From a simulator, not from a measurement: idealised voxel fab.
A process module follows: voxel tone inversion.
The width of the displayed cross-section, cut, is 155 nm; its cells are square, with a size of 5 nm.
For the purposes of this document, a cross-section shall be understood as a grid of square cells, specified as bands listed in top-to-bottom order, each band consisting of one or more rows of cells. Read a band's entry like this: the first values are the height of its top and the height of its bottom in nm, and what follows is the sequence of materials from left to right, each with its width in nm. Note that "blank" is empty space, and that a single material marked "edge to edge" reaches across the band from edge to edge. Counting heights begins at 0, where everything beneath is, in the wafer as received, one material. The lowest band has no bottom; it goes on downwards, as "z 0 and below" shows. Width "30->40": first value at the band's top row of cells, second value at its bottom row, equal change from row to row. Given "no modification" for a step, no cell of the cross-section differs between before and after that step. "closed voids": empty spaces of 8 cells or more with no open way to the top, each given as width x height at distance, distance from the left edge, all in nm. Note: text after step settings on the step line = simulator remark on that step. Regarding "overlay nm": on a step with a mask, it is the distance the mask lay to the right of its planned place; a negative value places it to the left.

INTENDED PROCESS STEPS
1. RECEIVE (material Si)
2. CONFORMAL_DEP (material SiCN; thk nm 10)
3. DIRECTIONAL_DEP (material aC; thk nm 25)
4. PATTERN (tone cover; mask id POSTS; material resist; width nm 20; pitch nm 40; thk nm 30; overlay nm 0)
5. DIRECTIONAL_ETCH (etch materials aC; depth nm 25)
6. STRIP (etch materials resist)
7. FILL_DEP (material lowk; thk nm 5)
8. CMP (height nm 35)
9. STRIP (etch materials aC)

DELIVERED WAFER IN CROSS-SECTION: STATE AFTER STEP 1
- z 0 and below = Si edge to edge
- closed voids: none

POST-MODULE CROSS-SECTION: IDENTICAL START AND PLAN TO THOSE ABOVE, ONE MISSTEP IN EXECUTION
- z 35 to 10 = 25 nm blank, 20 nm lowk, 20 nm blank, 20 nm lowk, 20 nm blank, 20 nm lowk, 30 nm blank
- z 10 to 0 = SiCN edge to edge
- z 0 and below = Si edge to edge
- closed voids: none
Nonconformance to the process plan: it should be noted that step 4 was executed with settings other than those planned, the operation and settings actually applied being PATTERN (tone open; mask id POSTS; material resist; width nm 20; pitch nm 40; thk nm 30; overlay nm 0)
